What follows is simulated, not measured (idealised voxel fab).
A process module follows: voxel released beams.
Square cell edge 5 nm, section width 230 nm, ID cut.
The cross-sections in this document take the form of a grid made of square cells. They are written out as bands, in order from top to bottom. Each band consists of one or more rows of cells.
In this notation a band is specified by the heights of its top and bottom, in that order and in nm, after which its materials appear from left to right, each paired with its width in nm. The word "all across" attached to a single material means that material fills the band from edge to edge; the word "air" stands for empty space.
We count height from 0. Below that, the starting wafer is all one material. The lowest band never ends at the bottom but goes on down; see "z 0 and below" for how that is written.
Width: "30 to 40" (first number = top row, second number = bottom row, same change from row to row of cells).
A step reported as "no change occurred" is a step in which no cell of the cross-section changed.
In "Trapped cavities" the enclosed voids are listed, meaning empty spaces of 8 cells or larger without any opening to the top. The form is width x height at distance, distance from the left edge, units nm.
It should be noted that, on the line of a given step, the content following the step's settings is a remark produced by the simulator itself with respect to that step.
Each step line may optionally specify "overlay nm", which for a step with a mask gives the rightward distance between the mask's planned place and where it lay, a negative value indicating the leftward direction.
-- The process steps that were planned are listed below
| 1 | RECEIVE [material Si] |
| 2 | CONFORMAL_DEP [material SiN] [thk nm 10] |
| 3 | DIRECTIONAL_DEP [material SiO2] [thk nm 10] |
| 4 | PATTERN [tone open] [mask id ANCHOR] [material resist] [width nm 40] [thk nm 15] [overlay nm 0] |
| 5 | DIRECTIONAL_ETCH [etch materials SiO2] [depth nm 10] |
| 6 | STRIP [etch materials resist] |
| 7 | CONFORMAL_DEP [material polySi] [thk nm 15] |
| 8 | MASKED_ETCH [tone cover] [mask id BEAM] [width nm 100] [etch materials polySi] [depth nm 15] [overlay nm 0] |
| 9 | STRIP [etch materials SiO2] |
-- Wafer at receipt (post step 1), cross-section
* z 0 and below  Si all across
* Trapped cavities: none
-- First of two wafers, end-of-module section, run followed plan
* z 35 to 25  60 nm air  20 nm polySi  10 nm air  70 nm polySi  70 nm air
* z 25 to 20  60 nm air  100 nm polySi  70 nm air
* z 20 to 10  65 nm air  40 nm polySi  125 nm air
* z 10 to 0  SiN all across
* z 0 and below  Si all across
* Trapped cavities: none
-- Second wafer of the two, sectioned at the end of the module. It began like the first and followed the same plan, but one mistake was made while running it
* z 35 to 20  60 nm air  100 nm polySi  70 nm air
* z 20 to 10  SiN all across
* z 10 to 0  SiO2 all across
* z 0 and below  Si all across
* Trapped cavities: none
Heads up, the wafer didn't run the way we planned it: note: step 2 <-> step 3, run order reversed vs plan
Heads up, by the end the second wafer has more or fewer cells of some materials compared to the first: SiO2 +92, polySi -12
